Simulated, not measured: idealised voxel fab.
Presented below is a process module, voxel wiring stack.
Pictured: cross-section cut, 245 nm wide, on a grid of 5 nm square cells.
Notation: cross-section as square-cell grid; stated in bands, top first, going down; one or more cell rows per band. Band: top and bottom heights (nm) first, top before bottom; then materials from left to right, widths in nm. "everywhere" marks a sole material filling the band edge to edge. "air" denotes empty space. Ref level 0: as-received wafer is one material below here. Bottom band extends down with no lower bound ("0..down"). Width: "30..40" (first number = top row, second number = bottom row, same change from row to row of cells). Where the words "no change" appear for a step, the cross-section shows no cell changed by that step; every cell remained as before. So "Trapped cavities" is basically the list of trapped voids: any empty space of 8 cells or more that can't reach the top through an opening. They're written width x height at distance, the distance being from the left edge, and it's all nm. Step line, after settings: the simulator's comment on this step. overlay nm: right-of-plan distance of the mask on a masked step; negative values mean left-of-plan.

**This section lists the process steps that were planned**
1. RECEIVE (material Si)
2. CONFORMAL_DEP (material SiO2; thk nm 10)
3. CONFORMAL_DEP (material SiN; thk nm 5)
4. DIRECTIONAL_DEP (material SiO2; thk nm 20)
5. DIRECTIONAL_DEP (material aC; thk nm 10)
6. PATTERN (tone open; mask id METAL_1; material resist; width nm 30; pitch nm 55; thk nm 25; overlay nm 0)
7. DIRECTIONAL_ETCH (etch materials aC; depth nm 10)
8. STRIP (etch materials resist)
9. DIRECTIONAL_ETCH (etch materials SiO2; depth nm 20)
10. DIRECTIONAL_ETCH (etch materials SiN; depth nm 5)
11. STRIP (etch materials aC)
12. CONFORMAL_DEP (material TiN; thk nm 5)
13. FILL_DEP (material Ru; thk nm 5)
14. CMP (height nm 35)
15. CONFORMAL_DEP (material SiCN; thk nm 5)
16. DIRECTIONAL_DEP (material SiO2; thk nm 10)
17. PATTERN (tone open; mask id PLUG_1; material resist; width nm 15; pitch nm 55; thk nm 15; overlay nm 0)
18. DIRECTIONAL_ETCH (etch materials SiO2; depth nm 10)
19. DIRECTIONAL_ETCH (etch materials SiCN; depth nm 5)
20. STRIP (etch materials resist)
21. EPI (material Ru; thk nm 10)
22. EPI (material Ru; thk nm 5)
23. DIRECTIONAL_DEP (material TiN; thk nm 5)
24. DIRECTIONAL_DEP (material W; thk nm 25)
25. MASKED_ETCH (tone cover; mask id METAL_2; width nm 30; pitch nm 55; etch materials W; depth nm 25; overlay nm 0)
26. MASKED_ETCH (tone cover; mask id METAL_2; width nm 30; pitch nm 55; etch materials TiN; depth nm 5; overlay nm 0)
27. CONFORMAL_DEP (material SiN; thk nm 5)
28. FILL_DEP (material lowk; thk nm 5)
29. CMP (height nm 80)
30. CONFORMAL_DEP (material SiCN; thk nm 5)
31. DIRECTIONAL_DEP (material SiO2; thk nm 10)
32. MASKED_ETCH (tone open; mask id PLUG_2; width nm 15; pitch nm 55; etch materials SiO2; depth nm 10; overlay nm 0)
33. MASKED_ETCH (tone open; mask id PLUG_2; width nm 15; pitch nm 55; etch materials SiCN; depth nm 5; overlay nm 0)
34. EPI (material Ru; thk nm 10)
35. EPI (material Ru; thk nm 5)
36. CONFORMAL_DEP (material SiCN; thk nm 5)
37. DIRECTIONAL_DEP (material lowk; thk nm 25)
38. MASKED_ETCH (tone open; mask id METAL_3; width nm 30; pitch nm 55; etch materials lowk; depth nm 25; overlay nm 0)
39. MASKED_ETCH (tone open; mask id METAL_3; width nm 30; pitch nm 55; etch materials SiCN; depth nm 5; overlay nm 0)
40. CONFORMAL_DEP (material TiN; thk nm 5)
41. FILL_DEP (material W; thk nm 10)
42. CMP (height nm 125)
43. CONFORMAL_DEP (material SiCN; thk nm 5)

**Concerning the first of two wafers, which was run in accordance with the plan**

**So this is the incoming wafer in cross-section - it's already been through step 1**
	0..down | Si everywhere
	Trapped cavities: none

**Upon completion of step 2, the wafer appears in cross-section as shown**
	10..0 | SiO2 everywhere
	Below 0, no change.

**Upon completion of step 3, the wafer appears in cross-section as shown**
	15..10 | SiN everywhere
	Below 10, no change.

**Upon completion of step 4, the wafer appears in cross-section as shown**
	35..15 | SiO2 everywhere
	Below 15, no change.

**Upon completion of step 5, the wafer appears in cross-section as shown**
	45..35 | aC everywhere
	Below 35, no change.

**Upon completion of step 6, the wafer appears in cross-section as shown**
	70..45 | resist 80, then air 30, then resist 25, then air 30, then resist 80
	Below 45, no change.

**Upon completion of step 7, the wafer appears in cross-section as shown**
	60..45 | resist 80, then air 30, then resist 25, then air 30, then resist 80
	45..35 | aC 80, then air 30, then aC 25, then air 30, then aC 80
	Below 35, no change.

**Upon completion of step 8, the wafer appears in cross-section as shown**
	45..35 | aC 80, then air 30, then aC 25, then air 30, then aC 80
	Below 35, no change.

**Upon completion of step 9, the wafer appears in cross-section as shown**
	45..35 | aC 80, then air 30, then aC 25, then air 30, then aC 80
	35..15 | SiO2 80, then air 30, then SiO2 25, then air 30, then SiO2 80
	Below 15, no change.

**Upon completion of step 10, the wafer appears in cross-section as shown**
	45..35 | aC 80, then air 30, then aC 25, then air 30, then aC 80
	35..15 | SiO2 80, then air 30, then SiO2 25, then air 30, then SiO2 80
	15..10 | SiN 80, then air 30, then SiN 25, then air 30, then SiN 80
	Below 10, no change.

**Upon completion of step 11, the wafer appears in cross-section as shown**
	35..15 | SiO2 80, then air 30, then SiO2 25, then air 30, then SiO2 80
	Below 15, no change.

**Upon completion of step 12, the wafer appears in cross-section as shown**
	40..35 | TiN 85, then air 20, then TiN 35, then air 20, then TiN 85
	35..15 | SiO2 80, then TiN 5, then air 20, then TiN 5, then SiO2 25, then TiN 5, then air 20, then TiN 5, then SiO2 80
	15..10 | SiN 80, then TiN 30, then SiN 25, then TiN 30, then SiN 80
	Below 10, no change.

**Upon completion of step 13, the wafer appears in cross-section as shown**
	45..40 | Ru everywhere
	40..35 | TiN 85, then Ru 20, then TiN 35, then Ru 20, then TiN 85
	35..15 | SiO2 80, then TiN 5, then Ru 20, then TiN 5, then SiO2 25, then TiN 5, then Ru 20, then TiN 5, then SiO2 80
	Below 15, no change.

**Upon completion of step 14, the wafer appears in cross-section as shown**
	35..15 | SiO2 80, then TiN 5, then Ru 20, then TiN 5, then SiO2 25, then TiN 5, then Ru 20, then TiN 5, then SiO2 80
	Below 15, no change.

**Upon completion of step 15, the wafer appears in cross-section as shown**
	40..35 | SiCN everywhere
	Below 35, no change.

**Upon completion of step 16, the wafer appears in cross-section as shown**
	50..40 | SiO2 everywhere
	Below 40, no change.

**Upon completion of step 17, the wafer appears in cross-section as shown**
	65..50 | resist 80, then air 15, then resist 40, then air 15, then resist 95
	Below 50, no change.

**Upon completion of step 18, the wafer appears in cross-section as shown**
	65..50 | resist 80, then air 15, then resist 40, then air 15, then resist 95
	50..40 | SiO2 80, then air 15, then SiO2 40, then air 15, then SiO2 95
	Below 40, no change.

**Upon completion of step 19, the wafer appears in cross-section as shown**
	65..50 | resist 80, then air 15, then resist 40, then air 15, then resist 95
	50..40 | SiO2 80, then air 15, then SiO2 40, then air 15, then SiO2 95
	40..35 | SiCN 80, then air 15, then SiCN 40, then air 15, then SiCN 95
	Below 35, no change.

**Upon completion of step 20, the wafer appears in cross-section as shown**
	50..40 | SiO2 80, then air 15, then SiO2 40, then air 15, then SiO2 95
	Below 40, no change.

**Upon completion of step 21, the wafer appears in cross-section as shown**
	50..45 | SiO2 80, then air 15, then SiO2 40, then air 15, then SiO2 95
	45..40 | SiO2 80, then Ru 15, then SiO2 40, then Ru 15, then SiO2 95
	40..35 | SiCN 80, then Ru 15, then SiCN 40, then Ru 15, then SiCN 95
	Below 35, no change.

**Upon completion of step 22, the wafer appears in cross-section as shown**
	50..40 | SiO2 80, then Ru 15, then SiO2 40, then Ru 15, then SiO2 95
	Below 40, no change.

**Upon completion of step 23, the wafer appears in cross-section as shown**
	55..50 | TiN everywhere
	Below 50, no change.

**Upon completion of step 24, the wafer appears in cross-section as shown**
	80..55 | W everywhere
	Below 55, no change.

**Upon completion of step 25, the wafer appears in cross-section as shown**
	80..55 | air 80, then W 30, then air 25, then W 30, then air 80
	Below 55, no change.

**Upon completion of step 26, the wafer appears in cross-section as shown**
	80..55 | air 80, then W 30, then air 25, then W 30, then air 80
	55..50 | air 80, then TiN 30, then air 25, then TiN 30, then air 80
	Below 50, no change.

**Upon completion of step 27, the wafer appears in cross-section as shown**
	85..80 | air 75, then SiN 40, then air 15, then SiN 40, then air 75
	80..55 | air 75, then SiN 5, then W 30, then SiN 5, then air 15, then SiN 5, then W 30, then SiN 5, then air 75
	55..50 | SiN 80, then TiN 30, then SiN 25, then TiN 30, then SiN 80
	Below 50, no change.

**Upon completion of step 28, the wafer appears in cross-section as shown**
	90..85 | lowk everywhere
	85..80 | lowk 75, then SiN 40, then lowk 15, then SiN 40, then lowk 75
	80..55 | lowk 75, then SiN 5, then W 30, then SiN 5, then lowk 15, then SiN 5, then W 30, then SiN 5, then lowk 75
	Below 55, no change.

**Upon completion of step 29, the wafer appears in cross-section as shown**
	80..55 | lowk 75, then SiN 5, then W 30, then SiN 5, then lowk 15, then SiN 5, then W 30, then SiN 5, then lowk 75
	Below 55, no change.

**Upon completion of step 30, the wafer appears in cross-section as shown**
	85..80 | SiCN everywhere
	Below 80, no change.

**Upon completion of step 31, the wafer appears in cross-section as shown**
	95..85 | SiO2 everywhere
	Below 85, no change.

**Upon completion of step 32, the wafer appears in cross-section as shown**
	95..85 | SiO2 80, then air 15, then SiO2 40, then air 15, then SiO2 95
	Below 85, no change.

**Upon completion of step 33, the wafer appears in cross-section as shown**
	95..85 | SiO2 80, then air 15, then SiO2 40, then air 15, then SiO2 95
	85..80 | SiCN 80, then air 15, then SiCN 40, then air 15, then SiCN 95
	Below 80, no change.

**Upon completion of step 34, the wafer appears in cross-section as shown**
	95..90 | SiO2 80, then air 15, then SiO2 40, then air 15, then SiO2 95
	90..85 | SiO2 80, then Ru 15, then SiO2 40, then Ru 15, then SiO2 95
	85..80 | SiCN 80, then Ru 15, then SiCN 40, then Ru 15, then SiCN 95
	Below 80, no change.

**Upon completion of step 35, the wafer appears in cross-section as shown**
	95..85 | SiO2 80, then Ru 15, then SiO2 40, then Ru 15, then SiO2 95
	Below 85, no change.

**Upon completion of step 36, the wafer appears in cross-section as shown**
	100..95 | SiCN everywhere
	Below 95, no change.

**Upon completion of step 37, the wafer appears in cross-section as shown**
	125..100 | lowk everywhere
	Below 100, no change.

**Upon completion of step 38, the wafer appears in cross-section as shown**
	125..100 | lowk 80, then air 30, then lowk 25, then air 30, then lowk 80
	Below 100, no change.

**Upon completion of step 39, the wafer appears in cross-section as shown**
	125..100 | lowk 80, then air 30, then lowk 25, then air 30, then lowk 80
	100..95 | SiCN 80, then air 30, then SiCN 25, then air 30, then SiCN 80
	Below 95, no change.

**Upon completion of step 40, the wafer appears in cross-section as shown**
	130..125 | TiN 85, then air 20, then TiN 35, then air 20, then TiN 85
	125..100 | lowk 80, then TiN 5, then air 20, then TiN 5, then lowk 25, then TiN 5, then air 20, then TiN 5, then lowk 80
	100..95 | SiCN 80, then TiN 30, then SiCN 25, then TiN 30, then SiCN 80
	Below 95, no change.

**Upon completion of step 41, the wafer appears in cross-section as shown**
	140..130 | W everywhere
	130..125 | TiN 85, then W 20, then TiN 35, then W 20, then TiN 85
	125..100 | lowk 80, then TiN 5, then W 20, then TiN 5, then lowk 25, then TiN 5, then W 20, then TiN 5, then lowk 80
	Below 100, no change.

**Upon completion of step 42, the wafer appears in cross-section as shown**
	125..100 | lowk 80, then TiN 5, then W 20, then TiN 5, then lowk 25, then TiN 5, then W 20, then TiN 5, then lowk 80
	Below 100, no change.

**Upon completion of step 43, the wafer appears in cross-section as shown**
	130..125 | SiCN everywhere
	Below 125, no change.

**Second of two: same start, same plan, one run error; steps up to and including 20 match the first**

Look at the second wafer in cross-section at the time step 21 ought to have finished: no change

**Look at the second wafer in cross-section at the time step 22 ought to have finished**
	50..40 | SiO2 80, then air 15, then SiO2 40, then air 15, then SiO2 95
	40..35 | SiCN 80, then Ru 15, then SiCN 40, then Ru 15, then SiCN 95
	Below 35, no change.

**Look at the second wafer in cross-section at the time step 23 ought to have finished**
	55..50 | TiN 80, then air 15, then TiN 40, then air 15, then TiN 95
	50..45 | SiO2 80, then air 15, then SiO2 40, then air 15, then SiO2 95
	45..40 | SiO2 80, then TiN 15, then SiO2 40, then TiN 15, then SiO2 95
	Below 40, no change.

**Look at the second wafer in cross-section at the time step 24 ought to have finished**
	80..70 | W 80, then air 15, then W 40, then air 15, then W 95
	70..55 | W everywhere
	55..50 | TiN 80, then W 15, then TiN 40, then W 15, then TiN 95
	50..45 | SiO2 80, then W 15, then SiO2 40, then W 15, then SiO2 95
	Below 45, no change.

**Look at the second wafer in cross-section at the time step 25 ought to have finished**
	80..70 | air 95, then W 15, then air 40, then W 15, then air 80
	70..55 | air 80, then W 30, then air 25, then W 30, then air 80
	Below 55, no change.

**Look at the second wafer in cross-section at the time step 26 ought to have finished**
	80..70 | air 95, then W 15, then air 40, then W 15, then air 80
	70..55 | air 80, then W 30, then air 25, then W 30, then air 80
	55..50 | air 80, then W 15, then TiN 15, then air 25, then W 15, then TiN 15, then air 80
	Below 50, no change.

**Look at the second wafer in cross-section at the time step 27 ought to have finished**
	85..80 | air 90, then SiN 25, then air 30, then SiN 25, then air 75
	80..70 | air 90..75, then SiN 5..20, then W 15, then SiN 5, then air 30..15, then SiN 5..20, then W 15, then SiN 5, then air 75
	70..55 | air 75, then SiN 5, then W 30, then SiN 5, then air 15, then SiN 5, then W 30, then SiN 5, then air 75
	55..50 | SiN 80, then W 15, then TiN 15, then SiN 25, then W 15, then TiN 15, then SiN 80
	Below 50, no change.

**Look at the second wafer in cross-section at the time step 28 ought to have finished**
	90..85 | lowk everywhere
	85..80 | lowk 90, then SiN 25, then lowk 30, then SiN 25, then lowk 75
	80..70 | lowk 90..75, then SiN 5..20, then W 15, then SiN 5, then lowk 30..15, then SiN 5..20, then W 15, then SiN 5, then lowk 75
	70..55 | lowk 75, then SiN 5, then W 30, then SiN 5, then lowk 15, then SiN 5, then W 30, then SiN 5, then lowk 75
	Below 55, no change.

**Look at the second wafer in cross-section at the time step 29 ought to have finished**
	80..70 | lowk 90..75, then SiN 5..20, then W 15, then SiN 5, then lowk 30..15, then SiN 5..20, then W 15, then SiN 5, then lowk 75
	Below 70, no change.

**Look at the second wafer in cross-section at the time step 30 ought to have finished**
	85..80 | SiCN everywhere
	Below 80, no change.

**Look at the second wafer in cross-section at the time step 31 ought to have finished**
	95..85 | SiO2 everywhere
	Below 85, no change.

**Look at the second wafer in cross-section at the time step 32 ought to have finished**
	95..85 | SiO2 80, then air 15, then SiO2 40, then air 15, then SiO2 95
	Below 85, no change.

**Look at the second wafer in cross-section at the time step 33 ought to have finished**
	95..85 | SiO2 80, then air 15, then SiO2 40, then air 15, then SiO2 95
	85..80 | SiCN 80, then air 15, then SiCN 40, then air 15, then SiCN 95
	Below 80, no change.

Look at the second wafer in cross-section at the time step 34 ought to have finished: no change

Look at the second wafer in cross-section at the time step 35 ought to have finished: no change

**Look at the second wafer in cross-section at the time step 36 ought to have finished**
	100..95 | SiCN 85, then air 5, then SiCN 50, then air 5, then SiCN 100
	95..85 | SiO2 80, then SiCN 5, then air 5, then SiCN 5, then SiO2 40, then SiCN 5, then air 5, then SiCN 5, then SiO2 95
	85..80 | SiCN everywhere
	Below 80, no change.

**Look at the second wafer in cross-section at the time step 37 ought to have finished**
	125..110 | lowk 85, then air 5, then lowk 50, then air 5, then lowk 100
	110..100 | lowk everywhere
	100..95 | SiCN 85, then lowk 5, then SiCN 50, then lowk 5, then SiCN 100
	95..85 | SiO2 80, then SiCN 5, then lowk 5, then SiCN 5, then SiO2 40, then SiCN 5, then lowk 5, then SiCN 5, then SiO2 95
	Below 85, no change.

**Look at the second wafer in cross-section at the time step 38 ought to have finished**
	125..100 | lowk 80, then air 30, then lowk 25, then air 30, then lowk 80
	100..95 | SiCN 85, then air 5, then SiCN 50, then air 5, then SiCN 100
	95..85 | SiO2 80, then SiCN 5, then air 5, then SiCN 5, then SiO2 40, then SiCN 5, then air 5, then SiCN 5, then SiO2 95
	Below 85, no change.

**Look at the second wafer in cross-section at the time step 39 ought to have finished**
	125..100 | lowk 80, then air 30, then lowk 25, then air 30, then lowk 80
	100..95 | SiCN 80, then air 30, then SiCN 25, then air 30, then SiCN 80
	95..85 | SiO2 80, then SiCN 5, then air 5, then SiCN 5, then SiO2 40, then SiCN 5, then air 5, then SiCN 5, then SiO2 95
	85..80 | SiCN 85, then air 5, then SiCN 50, then air 5, then SiCN 100
	Below 80, no change.

**Look at the second wafer in cross-section at the time step 40 ought to have finished**
	130..125 | TiN 85, then air 20, then TiN 35, then air 20, then TiN 85
	125..100 | lowk 80, then TiN 5, then air 20, then TiN 5, then lowk 25, then TiN 5, then air 20, then TiN 5, then lowk 80
	100..95 | SiCN 80, then TiN 30, then SiCN 25, then TiN 30, then SiCN 80
	95..85 | SiO2 80, then SiCN 5, then TiN 5, then SiCN 5, then SiO2 40, then SiCN 5, then TiN 5, then SiCN 5, then SiO2 95
	85..80 | SiCN 85, then TiN 5, then SiCN 50, then TiN 5, then SiCN 100
	Below 80, no change.

**Look at the second wafer in cross-section at the time step 41 ought to have finished**
	140..130 | W everywhere
	130..125 | TiN 85, then W 20, then TiN 35, then W 20, then TiN 85
	125..100 | lowk 80, then TiN 5, then W 20, then TiN 5, then lowk 25, then TiN 5, then W 20, then TiN 5, then lowk 80
	Below 100, no change.

**Look at the second wafer in cross-section at the time step 42 ought to have finished**
	125..100 | lowk 80, then TiN 5, then W 20, then TiN 5, then lowk 25, then TiN 5, then W 20, then TiN 5, then lowk 80
	Below 100, no change.

**Look at the second wafer in cross-section at the time step 43 ought to have finished**
	130..125 | SiCN everywhere
	Below 125, no change.
So what did we get wrong on this run? step 21 of the plan was excluded from execution and never run
Final cells, second wafer relative to first, materials higher or lower: Ru -30, SiCN +12, SiN +6, TiN +6, lowk +6
